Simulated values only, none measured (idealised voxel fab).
The document below concerns the process module designated voxel fin reveal.
Section shown: cut. Width: 270 nm. Cell size: 5 nm, square.
A cross-section in this document is a grid of square cells, and it is written down as bands, the top band listed before the ones below it; a band is made up of one or more rows of cells.
Per band: top height and bottom height in nm, followed by the left-to-right materials and their widths in nm; "edge to edge" marks a single material spanning edge to edge, "air" marks empty space.
Where do heights start? At 0: under that level the wafer as delivered is made of one material only. And the lowest band has no floor; it just carries on downward, as in "z 0 and below".
You'd read "30..40" like this: the band's top row of cells is as wide as the first number, its bottom row is as wide as the second, and going down, every row changes width by the same amount as the row before did.
The designation "no modifications", where it is given for a processing step, indicates that no cell of the cross-section was altered in the course of that step.
Empty spaces without an open route to the top, at least 8 cells in extent, make up the entry "Enclosed void list"; each is given as width x height at distance, where the distance is measured from the left edge, and all are in nm.
Read whatever lies past the settings on a step's line as the simulator's own remark about the step.
"overlay nm" denotes, for a step that has a mask, the displacement of the mask to the right of its planned place, with negative values corresponding to the left.

**These are the steps we planned for the process**
1) RECEIVE with material Si
2) CONFORMAL_DEP with material SiN, thk nm 5
3) MASKED_ETCH with tone cover, mask id FINS, width nm 15, pitch nm 40, etch materials SiN, depth nm 5, overlay nm 0
4) MASKED_ETCH with tone cover, mask id FINS, width nm 15, pitch nm 40, etch materials Si, depth nm 40, overlay nm 0
5) OXIDIZE with depth nm 5
6) FILL_DEP with material SiO2, thk nm 10
7) CMP with height nm 5
8) SELECTIVE_ETCH with etch materials SiO2, depth nm 20
9) STRIP with etch materials SiN
10) CONFORMAL_DEP with material HfO2, thk nm 5

**First of the two wafers, run per plan**

**Incoming wafer, cross-sectional view, post step 1**
* z 0 and below = Si edge to edge
* Enclosed void list: none

**State of the wafer after step 2, shown in cross-section**
* z 5 to 0 = SiN edge to edge
* All layers under 0 are left as they were.

**State of the wafer after step 3, shown in cross-section**
* z 5 to 0 = 85 of air, 15 of SiN, 25 of air, 15 of SiN, 25 of air, 15 of SiN, 90 of air
* All layers under 0 are left as they were.

**State of the wafer after step 4, shown in cross-section**
* z 5 to 0 = 85 of air, 15 of SiN, 25 of air, 15 of SiN, 25 of air, 15 of SiN, 90 of air
* z 0 to -40 = 85 of air, 15 of Si, 25 of air, 15 of Si, 25 of air, 15 of Si, 90 of air
* All layers under -40 are left as they were.

**State of the wafer after step 5, shown in cross-section**
* z 5 to 0 = 85 of air, 15 of SiN, 25 of air, 15 of SiN, 25 of air, 15 of SiN, 90 of air
* z 0 to -40 = 85 of air, 5 of SiO2, 5 of Si, 5 of SiO2, 25 of air, 5 of SiO2, 5 of Si, 5 of SiO2, 25 of air, 5 of SiO2, 5 of Si, 5 of SiO2, 90 of air
* z -40 to -45 = 90 of SiO2, 5 of Si, 35 of SiO2, 5 of Si, 35 of SiO2, 5 of Si, 95 of SiO2
* All layers under -45 are left as they were.

**State of the wafer after step 6, shown in cross-section**
* z 15 to 5 = SiO2 edge to edge
* z 5 to 0 = 85 of SiO2, 15 of SiN, 25 of SiO2, 15 of SiN, 25 of SiO2, 15 of SiN, 90 of SiO2
* z 0 to -45 = 90 of SiO2, 5 of Si, 35 of SiO2, 5 of Si, 35 of SiO2, 5 of Si, 95 of SiO2
* All layers under -45 are left as they were.

**State of the wafer after step 7, shown in cross-section**
* z 5 to 0 = 85 of SiO2, 15 of SiN, 25 of SiO2, 15 of SiN, 25 of SiO2, 15 of SiN, 90 of SiO2
* All layers under 0 are left as they were.

**State of the wafer after step 8, shown in cross-section**
* z 5 to 0 = 85 of air, 15 of SiN, 25 of air, 15 of SiN, 25 of air, 15 of SiN, 90 of air
* z 0 to -15 = 90 of air, 5 of Si, 35 of air, 5 of Si, 35 of air, 5 of Si, 95 of air
* All layers under -15 are left as they were.

**State of the wafer after step 9, shown in cross-section**
* z 0 to -15 = 90 of air, 5 of Si, 35 of air, 5 of Si, 35 of air, 5 of Si, 95 of air
* All layers under -15 are left as they were.

**State of the wafer after step 10, shown in cross-section**
* z 5 to 0 = 85 of air, 15 of HfO2, 25 of air, 15 of HfO2, 25 of air, 15 of HfO2, 90 of air
* z 0 to -10 = 85 of air, 5 of HfO2, 5 of Si, 5 of HfO2, 25 of air, 5 of HfO2, 5 of Si, 5 of HfO2, 25 of air, 5 of HfO2, 5 of Si, 5 of HfO2, 90 of air
* z -10 to -15 = 90 of HfO2, 5 of Si, 35 of HfO2, 5 of Si, 35 of HfO2, 5 of Si, 95 of HfO2
* All layers under -15 are left as they were.

**Second wafer: same start and same plan as the first, one execution error; identical to the first through step 9**

Second wafer shown in cross-section at the time step 10 was slated to end: no modifications
Misprocessing identified: the plan's step 10 went unexecuted, having been skipped
Count the cells at the end and the second wafer has more or fewer of some materials than the first: -72 HfO2
